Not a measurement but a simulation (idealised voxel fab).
Presented below is a process module, voxel quadruple lines.
In the cross-section labelled cut, the width is 215 nm and each square cell is 5 nm.
If you're reading a cross-section in this doc, picture square cells in a grid; it comes to you as bands, top ones listed first down to the bottom, and a band can be one or more rows of cells.
Band: top height; bottom height; in nm. Then, left to right: material with width in nm, for each material. "throughout": a single material spanning edge to edge. "blank": empty space.
Heights from 0 (as-received wafer is one material below). Bottom band endless downward, as "top 0, no bottom".
Width spec "30 to 40" -> top row of cells at first value, bottom row at second value, equal per-row change in between.
What does "stayed the same" mean for a step? It means no cell of the cross-section changed in that step.
The label "Closed cavity list" introduces a list of the empty spaces, 8 cells or larger, that have no open way up to the top; each entry in it reads width x height at distance, where the distance is taken from the left edge and all three are stated in nm.
The remark found on a step's line after its settings is issued by the simulator itself and pertains to that step.
For masked steps, "overlay nm" on the step line gives how far right of plan the mask actually lay; a minus sign means it lay to the left.
So the way this works: pairs, before and after one process step. The after picture only goes down to the lowest band that actually changed, nothing below. Step and its settings are under each pair. And watch out, pairs might come from different runs of this module, same starting wafer though, so a pair only follows on from the one above if its "Snapshot before" entry tells you so.

**Snapshot before**
    top 15, bottom 5 = blank (20), TiN (10), blank (15), TiN (10), blank (10), TiN (10), blank (15), TiN (10), blank (20), TiN (10), blank (15), TiN (10), blank (10), TiN (10), blank (15), TiN (10), blank (15)
    top 5, bottom 0 = Al2O3 throughout
    top 0, no bottom = Si throughout
    Closed cavity list: none

**Structure After Step**
    top 25, bottom 15 = lowk throughout
    top 15, bottom 5 = lowk (20), TiN (10), lowk (15), TiN (10), lowk (10), TiN (10), lowk (15), TiN (10), lowk (20), TiN (10), lowk (15), TiN (10), lowk (10), TiN (10), lowk (15), TiN (10), lowk (15)
    Lower than 5, everything is as it was.
    Closed cavity list: none
In between the cross-sections above, the run called for FILL_DEP [material lowk] [thk nm 10]

Snapshot before: no separate figure, the pair right above already shows it after its step.

**Structure After Step**
    top 15, bottom 5 = lowk (20), TiN (10), lowk (15), TiN (10), lowk (10), TiN (10), lowk (15), TiN (10), lowk (20), TiN (10), lowk (15), TiN (10), lowk (10), TiN (10), lowk (15), TiN (10), lowk (15)
    Lower than 5, everything is as it was.
    Closed cavity list: none
In between the cross-sections above, the run called for CMP [height nm 15]

**Snapshot before**
    top 50, bottom 30 = aC throughout
    top 30, bottom 15 = polySi throughout
    top 15, bottom 5 = TiN throughout
    top 5, bottom 0 = Al2O3 throughout
    top 0, no bottom = Si throughout
    Closed cavity list: none

**Structure After Step**
    top 75, bottom 50 = blank (35), resist (35), blank (65), resist (35), blank (45)
    Lower than 50, everything is as it was.
    Closed cavity list: none
In between the cross-sections above, the run called for PATTERN [tone cover] [mask id MANDREL] [material resist] [width nm 35] [pitch nm 100] [thk nm 25] [overlay nm -5]

Snapshot before: no separate figure, the pair right above already shows it after its step.

**Structure After Step**
    top 55, bottom 50 = blank (35), resist (35), blank (65), resist (35), blank (45)
    top 50, bottom 30 = blank (35), aC (35), blank (65), aC (35), blank (45)
    Lower than 30, everything is as it was.
    Closed cavity list: none
In between the cross-sections above, the run called for DIRECTIONAL_ETCH [etch materials aC] [depth nm 20]

Snapshot before: no separate figure, the pair right above already shows it after its step.

**Structure After Step**
    top 50, bottom 30 = blank (35), aC (35), blank (65), aC (35), blank (45)
    Lower than 30, everything is as it was.
    Closed cavity list: none
In between the cross-sections above, the run called for STRIP [etch materials resist]

Snapshot before: no separate figure, the pair right above already shows it after its step.

**Structure After Step**
    top 65, bottom 50 = blank (20), SiO2 (65), blank (35), SiO2 (65), blank (30)
    top 50, bottom 45 = blank (20), SiO2 (15), aC (35), SiO2 (15), blank (35), SiO2 (15), aC (35), SiO2 (15), blank (30)
    top 45, bottom 30 = SiO2 (35), aC (35), SiO2 (65), aC (35), SiO2 (45)
    Lower than 30, everything is as it was.
    Closed cavity list: none
In between the cross-sections above, the run called for CONFORMAL_DEP [material SiO2] [thk nm 15]

Snapshot before: no separate figure, the pair right above already shows it after its step.

**Structure After Step**
    top 50, bottom 30 = blank (20), SiO2 (15), aC (35), SiO2 (15), blank (35), SiO2 (15), aC (35), SiO2 (15), blank (30)
    Lower than 30, everything is as it was.
    Closed cavity list: none
In between the cross-sections above, the run called for DIRECTIONAL_ETCH [etch materials SiO2] [depth nm 15]

Snapshot before: no separate figure, the pair right above already shows it after its step.

**Structure After Step**
    top 50, bottom 30 = blank (20), SiO2 (15), blank (35), SiO2 (15), blank (35), SiO2 (15), blank (35), SiO2 (15), blank (30)
    Lower than 30, everything is as it was.
    Closed cavity list: none
In between the cross-sections above, the run called for STRIP [etch materials aC]

Snapshot before: no separate figure, the pair right above already shows it after its step.

**Structure After Step**
    top 50, bottom 30 = blank (20), SiO2 (15), blank (35), SiO2 (15), blank (35), SiO2 (15), blank (35), SiO2 (15), blank (30)
    top 30, bottom 15 = blank (20), polySi (15), blank (35), polySi (15), blank (35), polySi (15), blank (35), polySi (15), blank (30)
    Lower than 15, everything is as it was.
    Closed cavity list: none
In between the cross-sections above, the run called for DIRECTIONAL_ETCH [etch materials polySi] [depth nm 15]

Snapshot before: no separate figure, the pair right above already shows it after its step.

**Structure After Step**
    top 30, bottom 15 = blank (20), polySi (15), blank (35), polySi (15), blank (35), polySi (15), blank (35), polySi (15), blank (30)
    Lower than 15, everything is as it was.
    Closed cavity list: none
In between the cross-sections above, the run called for STRIP [etch materials SiO2]

Snapshot before: no separate figure, the pair right above already shows it after its step.

**Structure After Step**
    top 40, bottom 30 = blank (10), SiCN (35), blank (15), SiCN (35), blank (15), SiCN (35), blank (15), SiCN (35), blank (20)
    top 30, bottom 25 = blank (10), SiCN (10), polySi (15), SiCN (10), blank (15), SiCN (10), polySi (15), SiCN (10), blank (15), SiCN (10), polySi (15), SiCN (10), blank (15), SiCN (10), polySi (15), SiCN (10), blank (20)
    top 25, bottom 15 = SiCN (20), polySi (15), SiCN (35), polySi (15), SiCN (35), polySi (15), SiCN (35), polySi (15), SiCN (30)
    Lower than 15, everything is as it was.
    Closed cavity list: none
In between the cross-sections above, the run called for CONFORMAL_DEP [material SiCN] [thk nm 10]

Snapshot before: no separate figure, the pair right above already shows it after its step.

**Structure After Step**
    top 30, bottom 15 = blank (10), SiCN (10), polySi (15), SiCN (10), blank (15), SiCN (10), polySi (15), SiCN (10), blank (15), SiCN (10), polySi (15), SiCN (10), blank (15), SiCN (10), polySi (15), SiCN (10), blank (20)
    Lower than 15, everything is as it was.
    Closed cavity list: none
In between the cross-sections above, the run called for DIRECTIONAL_ETCH [etch materials SiCN] [depth nm 10]

Snapshot before: no separate figure, the pair right above already shows it after its step.

**Structure After Step**
    top 30, bottom 15 = blank (10), SiCN (10), blank (15), SiCN (10), blank (15), SiCN (10), blank (15), SiCN (10), blank (15), SiCN (10), blank (15), SiCN (10), blank (15), SiCN (10), blank (15), SiCN (10), blank (20)
    Lower than 15, everything is as it was.
    Closed cavity list: none
In between the cross-sections above, the run called for STRIP [etch materials polySi]

Snapshot before: no separate figure, the pair right above already shows it after its step.

**Structure After Step**
    top 30, bottom 15 = blank (10), SiCN (10), blank (15), SiCN (10), blank (15), SiCN (10), blank (15), SiCN (10), blank (15), SiCN (10), blank (15), SiCN (10), blank (15), SiCN (10), blank (15), SiCN (10), blank (20)
    top 15, bottom 5 = blank (10), TiN (10), blank (15), TiN (10), blank (15), TiN (10), blank (15), TiN (10), blank (15), TiN (10), blank (15), TiN (10), blank (15), TiN (10), blank (15), TiN (10), blank (20)
    Lower than 5, everything is as it was.
    Closed cavity list: none
In between the cross-sections above, the run called for DIRECTIONAL_ETCH [etch materials TiN] [depth nm 10]

Snapshot before: no separate figure, the pair right above already shows it after its step.

**Structure After Step**
    top 15, bottom 5 = blank (10), TiN (10), blank (15), TiN (10), blank (15), TiN (10), blank (15), TiN (10), blank (15), TiN (10), blank (15), TiN (10), blank (15), TiN (10), blank (15), TiN (10), blank (20)
    Lower than 5, everything is as it was.
    Closed cavity list: none
In between the cross-sections above, the run called for STRIP [etch materials SiCN]

Snapshot before: no separate figure, the pair right above already shows it after its step.

**Structure After Step**
    top 25, bottom 15 = lowk throughout
    top 15, bottom 5 = lowk (10), TiN (10), lowk (15), TiN (10), lowk (15), TiN (10), lowk (15), TiN (10), lowk (15), TiN (10), lowk (15), TiN (10), lowk (15), TiN (10), lowk (15), TiN (10), lowk (20)
    Lower than 5, everything is as it was.
    Closed cavity list: none
In between the cross-sections above, the run called for FILL_DEP [material lowk] [thk nm 10]

Snapshot before: no separate figure, the pair right above already shows it after its step.

**Structure After Step**
    top 15, bottom 5 = lowk (10), TiN (10), lowk (15), TiN (10), lowk (15), TiN (10), lowk (15), TiN (10), lowk (15), TiN (10), lowk (15), TiN (10), lowk (15), TiN (10), lowk (15), TiN (10), lowk (20)
    Lower than 5, everything is as it was.
    Closed cavity list: none
In between the cross-sections above, the run called for CMP [height nm 15]

**Snapshot before**
    top 0, no bottom = Si throughout
    Closed cavity list: none

**Structure After Step**
    top 5, bottom 0 = polySi throughout
    Lower than 0, everything is as it was.
    Closed cavity list: none
In between the cross-sections above, the run called for CONFORMAL_DEP [material polySi] [thk nm 5]

Snapshot before: no separate figure, the pair right above already shows it after its step.

**Structure After Step**
    top 15, bottom 5 = TiN throughout
    Lower than 5, everything is as it was.
    Closed cavity list: none
In between the cross-sections above, the run called for DIRECTIONAL_DEP [material TiN] [thk nm 10]

Snapshot before: no separate figure, the pair right above already shows it after its step.

**Structure After Step**
    top 30, bottom 15 = polySi throughout
    Lower than 15, everything is as it was.
    Closed cavity list: none
In between the cross-sections above, the run called for DIRECTIONAL_DEP [material polySi] [thk nm 15]

Snapshot before: no separate figure, the pair right above already shows it after its step.

**Structure After Step**
    top 50, bottom 30 = aC throughout
    Lower than 30, everything is as it was.
    Closed cavity list: none
In between the cross-sections above, the run called for DIRECTIONAL_DEP [material aC] [thk nm 20]

Snapshot before: no separate figure, the pair right above already shows it after its step.

**Structure After Step**
    top 75, bottom 50 = blank (40), resist (35), blank (65), resist (35), blank (40)
    Lower than 50, everything is as it was.
    Closed cavity list: none
In between the cross-sections above, the run called for PATTERN [tone cover] [mask id MANDREL] [material resist] [width nm 35] [pitch nm 100] [thk nm 25] [overlay nm 0]

Snapshot before: no separate figure, the pair right above already shows it after its step.

**Structure After Step**
    top 55, bottom 50 = blank (40), resist (35), blank (65), resist (35), blank (40)
    top 50, bottom 30 = blank (40), aC (35), blank (65), aC (35), blank (40)
    Lower than 30, everything is as it was.
    Closed cavity list: none
In between the cross-sections above, the run called for DIRECTIONAL_ETCH [etch materials aC] [depth nm 20]

Snapshot before: no separate figure, the pair right above already shows it after its step.

**Structure After Step**
    top 50, bottom 30 = blank (40), aC (35), blank (65), aC (35), blank (40)
    Lower than 30, everything is as it was.
    Closed cavity list: none
In between the cross-sections above, the run called for STRIP [etch materials resist]

Snapshot before: no separate figure, the pair right above already shows it after its step.

**Structure After Step**
    top 65, bottom 50 = blank (25), SiO2 (65), blank (35), SiO2 (65), blank (25)
    top 50, bottom 45 = blank (25), SiO2 (15), aC (35), SiO2 (15), blank (35), SiO2 (15), aC (35), SiO2 (15), blank (25)
    top 45, bottom 30 = SiO2 (40), aC (35), SiO2 (65), aC (35), SiO2 (40)
    Lower than 30, everything is as it was.
    Closed cavity list: none
In between the cross-sections above, the run called for CONFORMAL_DEP [material SiO2] [thk nm 15]

Snapshot before: no separate figure, the pair right above already shows it after its step.

**Structure After Step**
    top 50, bottom 30 = blank (25), SiO2 (15), aC (35), SiO2 (15), blank (35), SiO2 (15), aC (35), SiO2 (15), blank (25)
    Lower than 30, everything is as it was.
    Closed cavity list: none
In between the cross-sections above, the run called for DIRECTIONAL_ETCH [etch materials SiO2] [depth nm 15]

Snapshot before: no separate figure, the pair right above already shows it after its step.

**Structure After Step**
    top 50, bottom 30 = blank (25), SiO2 (15), blank (35), SiO2 (15), blank (35), SiO2 (15), blank (35), SiO2 (15), blank (25)
    Lower than 30, everything is as it was.
    Closed cavity list: none
In between the cross-sections above, the run called for STRIP [etch materials aC]

Snapshot before: no separate figure, the pair right above already shows it after its step.

**Structure After Step**
    top 50, bottom 30 = blank (25), SiO2 (15), blank (35), SiO2 (15), blank (35), SiO2 (15), blank (35), SiO2 (15), blank (25)
    top 30, bottom 15 = blank (25), polySi (15), blank (35), polySi (15), blank (35), polySi (15), blank (35), polySi (15), blank (25)
    Lower than 15, everything is as it was.
    Closed cavity list: none
In between the cross-sections above, the run called for DIRECTIONAL_ETCH [etch materials polySi] [depth nm 15]

Snapshot before: no separate figure, the pair right above already shows it after its step.

**Structure After Step**
    top 30, bottom 15 = blank (25), polySi (15), blank (35), polySi (15), blank (35), polySi (15), blank (35), polySi (15), blank (25)
    Lower than 15, everything is as it was.
    Closed cavity list: none
In between the cross-sections above, the run called for STRIP [etch materials SiO2]

Snapshot before: no separate figure, the pair right above already shows it after its step.

**Structure After Step**
    top 40, bottom 30 = blank (15), SiCN (35), blank (15), SiCN (35), blank (15), SiCN (35), blank (15), SiCN (35), blank (15)
    top 30, bottom 25 = blank (15), SiCN (10), polySi (15), SiCN (10), blank (15), SiCN (10), polySi (15), SiCN (10), blank (15), SiCN (10), polySi (15), SiCN (10), blank (15), SiCN (10), polySi (15), SiCN (10), blank (15)
    top 25, bottom 15 = SiCN (25), polySi (15), SiCN (35), polySi (15), SiCN (35), polySi (15), SiCN (35), polySi (15), SiCN (25)
    Lower than 15, everything is as it was.
    Closed cavity list: none
In between the cross-sections above, the run called for CONFORMAL_DEP [material SiCN] [thk nm 10]

Snapshot before: no separate figure, the pair right above already shows it after its step.

**Structure After Step**
    top 30, bottom 15 = blank (15), SiCN (10), polySi (15), SiCN (10), blank (15), SiCN (10), polySi (15), SiCN (10), blank (15), SiCN (10), polySi (15), SiCN (10), blank (15), SiCN (10), polySi (15), SiCN (10), blank (15)
    Lower than 15, everything is as it was.
    Closed cavity list: none
In between the cross-sections above, the run called for DIRECTIONAL_ETCH [etch materials SiCN] [depth nm 10]

Snapshot before: no separate figure, the pair right above already shows it after its step.

**Structure After Step**
    top 30, bottom 15 = blank (15), SiCN (10), blank (15), SiCN (10), blank (15), SiCN (10), blank (15), SiCN (10), blank (15), SiCN (10), blank (15), SiCN (10), blank (15), SiCN (10), blank (15), SiCN (10), blank (15)
    Lower than 15, everything is as it was.
    Closed cavity list: none
In between the cross-sections above, the run called for STRIP [etch materials polySi]

Snapshot before: no separate figure, the pair right above already shows it after its step.

**Structure After Step**
    top 30, bottom 15 = blank (15), SiCN (10), blank (15), SiCN (10), blank (15), SiCN (10), blank (15), SiCN (10), blank (15), SiCN (10), blank (15), SiCN (10), blank (15), SiCN (10), blank (15), SiCN (10), blank (15)
    top 15, bottom 5 = blank (15), TiN (10), blank (15), TiN (10), blank (15), TiN (10), blank (15), TiN (10), blank (15), TiN (10), blank (15), TiN (10), blank (15), TiN (10), blank (15), TiN (10), blank (15)
    Lower than 5, everything is as it was.
    Closed cavity list: none
In between the cross-sections above, the run called for DIRECTIONAL_ETCH [etch materials TiN] [depth nm 10]

Snapshot before: no separate figure, the pair right above already shows it after its step.

**Structure After Step**
    top 15, bottom 5 = blank (15), TiN (10), blank (15), TiN (10), blank (15), TiN (10), blank (15), TiN (10), blank (15), TiN (10), blank (15), TiN (10), blank (15), TiN (10), blank (15), TiN (10), blank (15)
    Lower than 5, everything is as it was.
    Closed cavity list: none
In between the cross-sections above, the run called for STRIP [etch materials SiCN]

Snapshot before: no separate figure, the pair right above already shows it after its step.

**Structure After Step**
    top 25, bottom 15 = lowk throughout
    top 15, bottom 5 = lowk (15), TiN (10), lowk (15), TiN (10), lowk (15), TiN (10), lowk (15), TiN (10), lowk (15), TiN (10), lowk (15), TiN (10), lowk (15), TiN (10), lowk (15), TiN (10), lowk (15)
    Lower than 5, everything is as it was.
    Closed cavity list: none
In between the cross-sections above, the run called for FILL_DEP [material lowk] [thk nm 10]

Snapshot before: no separate figure, the pair right above already shows it after its step.

**Structure After Step**
    top 15, bottom 5 = lowk (15), TiN (10), lowk (15), TiN (10), lowk (15), TiN (10), lowk (15), TiN (10), lowk (15), TiN (10), lowk (15), TiN (10), lowk (15), TiN (10), lowk (15), TiN (10), lowk (15)
    Lower than 5, everything is as it was.
    Closed cavity list: none
In between the cross-sections above, the run called for CMP [height nm 15]

**Snapshot before**
    top 50, bottom 30 = aC throughout
    top 30, bottom 15 = polySi throughout
    top 15, bottom 5 = TiN throughout
    top 5, bottom 0 = Al2O3 throughout
    top 0, no bottom = Si throughout
    Closed cavity list: none

**Structure After Step**
    top 75, bottom 50 = resist (40), blank (35), resist (65), blank (35), resist (40)
    Lower than 50, everything is as it was.
    Closed cavity list: none
In between the cross-sections above, the run called for PATTERN [tone open] [mask id MANDREL] [material resist] [width nm 35] [pitch nm 100] [thk nm 25] [overlay nm 0]

Snapshot before: no separate figure, the pair right above already shows it after its step.

**Structure After Step**
    top 55, bottom 50 = resist (40), blank (35), resist (65), blank (35), resist (40)
    top 50, bottom 30 = aC (40), blank (35), aC (65), blank (35), aC (40)
    Lower than 30, everything is as it was.
    Closed cavity list: none
In between the cross-sections above, the run called for DIRECTIONAL_ETCH [etch materials aC] [depth nm 20]

Snapshot before: no separate figure, the pair right above already shows it after its step.

**Structure After Step**
    top 50, bottom 30 = aC (40), blank (35), aC (65), blank (35), aC (40)
    Lower than 30, everything is as it was.
    Closed cavity list: none
In between the cross-sections above, the run called for STRIP [etch materials resist]

Snapshot before: no separate figure, the pair right above already shows it after its step.

**Structure After Step**
    top 65, bottom 50 = SiO2 (55), blank (5), SiO2 (95), blank (5), SiO2 (55)
    top 50, bottom 45 = aC (40), SiO2 (15), blank (5), SiO2 (15), aC (65), SiO2 (15), blank (5), SiO2 (15), aC (40)
    top 45, bottom 30 = aC (40), SiO2 (35), aC (65), SiO2 (35), aC (40)
    Lower than 30, everything is as it was.
    Closed cavity list: none
In between the cross-sections above, the run called for CONFORMAL_DEP [material SiO2] [thk nm 15]

Snapshot before: no separate figure, the pair right above already shows it after its step.

**Structure After Step**
    top 50, bottom 30 = aC (40), SiO2 (15), blank (5), SiO2 (15), aC (65), SiO2 (15), blank (5), SiO2 (15), aC (40)
    Lower than 30, everything is as it was.
    Closed cavity list: none
In between the cross-sections above, the run called for DIRECTIONAL_ETCH [etch materials SiO2] [depth nm 15]

Snapshot before: no separate figure, the pair right above already shows it after its step.

**Structure After Step**
    top 50, bottom 30 = blank (40), SiO2 (15), blank (5), SiO2 (15), blank (65), SiO2 (15), blank (5), SiO2 (15), blank (40)
    Lower than 30, everything is as it was.
    Closed cavity list: none
In between the cross-sections above, the run called for STRIP [etch materials aC]

Snapshot before: no separate figure, the pair right above already shows it after its step.

**Structure After Step**
    top 50, bottom 30 = blank (40), SiO2 (15), blank (5), SiO2 (15), blank (65), SiO2 (15), blank (5), SiO2 (15), blank (40)
    top 30, bottom 15 = blank (40), polySi (15), blank (5), polySi (15), blank (65), polySi (15), blank (5), polySi (15), blank (40)
    Lower than 15, everything is as it was.
    Closed cavity list: none
In between the cross-sections above, the run called for DIRECTIONAL_ETCH [etch materials polySi] [depth nm 15]

Snapshot before: no separate figure, the pair right above already shows it after its step.

**Structure After Step**
    top 30, bottom 15 = blank (40), polySi (15), blank (5), polySi (15), blank (65), polySi (15), blank (5), polySi (15), blank (40)
    Lower than 15, everything is as it was.
    Closed cavity list: none
In between the cross-sections above, the run called for STRIP [etch materials SiO2]

Snapshot before: no separate figure, the pair right above already shows it after its step.

**Structure After Step**
    top 40, bottom 30 = blank (30), SiCN (55), blank (45), SiCN (55), blank (30)
    top 30, bottom 25 = blank (30), SiCN (10), polySi (15), SiCN (5), polySi (15), SiCN (10), blank (45), SiCN (10), polySi (15), SiCN (5), polySi (15), SiCN (10), blank (30)
    top 25, bottom 15 = SiCN (40), polySi (15), SiCN (5), polySi (15), SiCN (65), polySi (15), SiCN (5), polySi (15), SiCN (40)
    Lower than 15, everything is as it was.
    Closed cavity list: none
In between the cross-sections above, the run called for CONFORMAL_DEP [material SiCN] [thk nm 10]

Snapshot before: no separate figure, the pair right above already shows it after its step.

**Structure After Step**
    top 30, bottom 15 = blank (30), SiCN (10), polySi (15), SiCN (5), polySi (15), SiCN (10), blank (45), SiCN (10), polySi (15), SiCN (5), polySi (15), SiCN (10), blank (30)
    Lower than 15, everything is as it was.
    Closed cavity list: none
In between the cross-sections above, the run called for DIRECTIONAL_ETCH [etch materials SiCN] [depth nm 10]

Snapshot before: no separate figure, the pair right above already shows it after its step.

**Structure After Step**
    top 30, bottom 15 = blank (30), SiCN (10), blank (15), SiCN (5), blank (15), SiCN (10), blank (45), SiCN (10), blank (15), SiCN (5), blank (15), SiCN (10), blank (30)
    Lower than 15, everything is as it was.
    Closed cavity list: none
In between the cross-sections above, the run called for STRIP [etch materials polySi]

Snapshot before: no separate figure, the pair right above already shows it after its step.

**Structure After Step**
    top 30, bottom 15 = blank (30), SiCN (10), blank (15), SiCN (5), blank (15), SiCN (10), blank (45), SiCN (10), blank (15), SiCN (5), blank (15), SiCN (10), blank (30)
    top 15, bottom 5 = blank (30), TiN (10), blank (15), TiN (5), blank (15), TiN (10), blank (45), TiN (10), blank (15), TiN (5), blank (15), TiN (10), blank (30)
    Lower than 5, everything is as it was.
    Closed cavity list: none
In between the cross-sections above, the run called for DIRECTIONAL_ETCH [etch materials TiN] [depth nm 10]

Snapshot before: no separate figure, the pair right above already shows it after its step.

**Structure After Step**
    top 15, bottom 5 = blank (30), TiN (10), blank (15), TiN (5), blank (15), TiN (10), blank (45), TiN (10), blank (15), TiN (5), blank (15), TiN (10), blank (30)
    Lower than 5, everything is as it was.
    Closed cavity list: none
In between the cross-sections above, the run called for STRIP [etch materials SiCN]

Snapshot before: no separate figure, the pair right above already shows it after its step.

**Structure After Step**
    top 25, bottom 15 = lowk throughout
    top 15, bottom 5 = lowk (30), TiN (10), lowk (15), TiN (5), lowk (15), TiN (10), lowk (45), TiN (10), lowk (15), TiN (5), lowk (15), TiN (10), lowk (30)
    Lower than 5, everything is as it was.
    Closed cavity list: none
In between the cross-sections above, the run called for FILL_DEP [material lowk] [thk nm 10]

Snapshot before: no separate figure, the pair right above already shows it after its step.

**Structure After Step**
    top 15, bottom 5 = lowk (30), TiN (10), lowk (15), TiN (5), lowk (15), TiN (10), lowk (45), TiN (10), lowk (15), TiN (5), lowk (15), TiN (10), lowk (30)
    Lower than 5, everything is as it was.
    Closed cavity list: none
In between the cross-sections above, the run called for CMP [height nm 15]
